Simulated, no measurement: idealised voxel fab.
Process module heading - voxel gate over fins
Each square cell in cross-section cut measures 5 nm, and the section as a whole is 295 nm wide.
Cross-section, as written here: a square-cell grid given band by band from the top down, where a band holds one or more rows of cells.
For a band, the entry starts with two heights in nm, that of the top and then that of the bottom, and carries on with the band's materials in order from left to right, each alongside its width in nm; the word "full width" beside a single material means it fills the band edge to edge, and "air" means empty space.
Height datum 0, below which the as-received substrate wafer is one material. Lowest band open at the bottom, running downward: "0 down".
The expression "30..40" gives the width at the extremes of the band, the first number at its top row of cells and the second at its bottom row, with the width changing by equal amounts from each row to the next in between.
What does "nothing changed" mean for a step? It means no cell of the cross-section changed in that step.
The entry "Sealed void list" lists the empty spaces that cover at least 8 cells and have no open path to the top. Each is written as width x height at distance, where the distance is measured from the left edge and all three values are in nm.
On a step's line, text after the settings is the simulator commenting on that step.
"overlay nm" denotes, for a step that has a mask, the displacement of the mask to the right of its planned place, with negative values corresponding to the left.

The planned process steps are enumerated hereunder:
1 op RECEIVE | material Si
2 op CONFORMAL_DEP | material SiN | thk nm 5
3 op MASKED_ETCH | tone cover | mask id FINS | width nm 15 | pitch nm 45 | etch materials SiN | depth nm 5 | overlay nm 0
4 op MASKED_ETCH | tone cover | mask id FINS | width nm 15 | pitch nm 45 | etch materials Si | depth nm 35 | overlay nm 0
5 op FILL_DEP | material SiO2 | thk nm 15
6 op CMP | height nm 5
7 op SELECTIVE_ETCH | etch materials SiO2 | depth nm 20
8 op STRIP | etch materials SiN
9 op CONFORMAL_DEP | material HfO2 | thk nm 5
10 op CONFORMAL_DEP | material TiN | thk nm 5
11 op CONFORMAL_DEP | material TiAl | thk nm 5
12 op CONFORMAL_DEP | material TiN | thk nm 5
13 op FILL_DEP | material W | thk nm 10
14 op CMP | height nm 25
15 op CONFORMAL_DEP | material SiN | thk nm 5

As-received state of the wafer in cross-section, equivalent to post-step 1:
- 0 down: Si full width
- Sealed void list: none

Run as planned - first of the two wafers cross-sectioned at the end of the module:
- 30 to 25: SiN full width
- 25 to 20: W full width
- 20 to 15: W: 50 | TiN: 190 | W: 55
- 15 to 10: W: 50 | TiN: 5 | TiAl: 180 | TiN: 5 | W: 55
- 10 to 5: W: 50 | TiN: 5 | TiAl: 5 | TiN: 35 | TiAl: 10 | TiN: 35 | TiAl: 10 | TiN: 35 | TiAl: 10 | TiN: 35 | TiAl: 5 | TiN: 5 | W: 55
- 5 to 0: TiN: 55 | TiAl: 5 | TiN: 5 | HfO2: 25 | TiN: 5 | TiAl: 10 | TiN: 5 | HfO2: 25 | TiN: 5 | TiAl: 10 | TiN: 5 | HfO2: 25 | TiN: 5 | TiAl: 10 | TiN: 5 | HfO2: 25 | TiN: 5 | TiAl: 5 | TiN: 60
- 0 to -5: TiAl: 60 | TiN: 5 | HfO2: 5 | Si: 15 | HfO2: 5 | TiN: 5 | TiAl: 10 | TiN: 5 | HfO2: 5 | Si: 15 | HfO2: 5 | TiN: 5 | TiAl: 10 | TiN: 5 | HfO2: 5 | Si: 15 | HfO2: 5 | TiN: 5 | TiAl: 10 | TiN: 5 | HfO2: 5 | Si: 15 | HfO2: 5 | TiN: 5 | TiAl: 65
- -5 to -10: TiN: 65 | HfO2: 5 | Si: 15 | HfO2: 5 | TiN: 20 | HfO2: 5 | Si: 15 | HfO2: 5 | TiN: 20 | HfO2: 5 | Si: 15 | HfO2: 5 | TiN: 20 | HfO2: 5 | Si: 15 | HfO2: 5 | TiN: 70
- -10 to -15: HfO2: 70 | Si: 15 | HfO2: 30 | Si: 15 | HfO2: 30 | Si: 15 | HfO2: 30 | Si: 15 | HfO2: 75
- -15 to -35: SiO2: 70 | Si: 15 | SiO2: 30 | Si: 15 | SiO2: 30 | Si: 15 | SiO2: 30 | Si: 15 | SiO2: 75
- -35 down: Si full width
- Sealed void list: none

Cross-section, wafer two of two, end of module: same start and plan as wafer one, one error in execution:
- 30 to 25: SiN full width
- 25 to 20: W: 40 | TiN: 5 | TiAl: 200 | TiN: 5 | W: 45
- 20 to 15: W: 40 | TiN: 5 | TiAl: 5 | TiN: 190 | TiAl: 5 | TiN: 5 | W: 45
- 15 to 10: TiN: 45 | TiAl: 5 | TiN: 5 | HfO2: 180 | TiN: 5 | TiAl: 5 | TiN: 50
- 10 to 5: TiAl: 50 | TiN: 5 | HfO2: 180 | TiN: 5 | TiAl: 55
- 5 to 0: TiN: 55 | HfO2: 180 | TiN: 60
- 0 to -15: HfO2: 70 | Si: 15 | HfO2: 30 | Si: 15 | HfO2: 30 | Si: 15 | HfO2: 30 | Si: 15 | HfO2: 75
- -15 to -35: SiO2: 70 | Si: 15 | SiO2: 30 | Si: 15 | SiO2: 30 | Si: 15 | SiO2: 30 | Si: 15 | SiO2: 75
- -35 down: Si full width
- Sealed void list: none
Which mistake was made when the wafer was run? the process deviated at step 9: the operation and settings actually run there were op CONFORMAL_DEP | material HfO2 | thk nm 15
It is noted that, at the conclusion of processing, the second wafer exhibits a higher or lower cell count for certain materials relative to the first: +166 HfO2, -18 TiAl, -60 TiN, -88 W
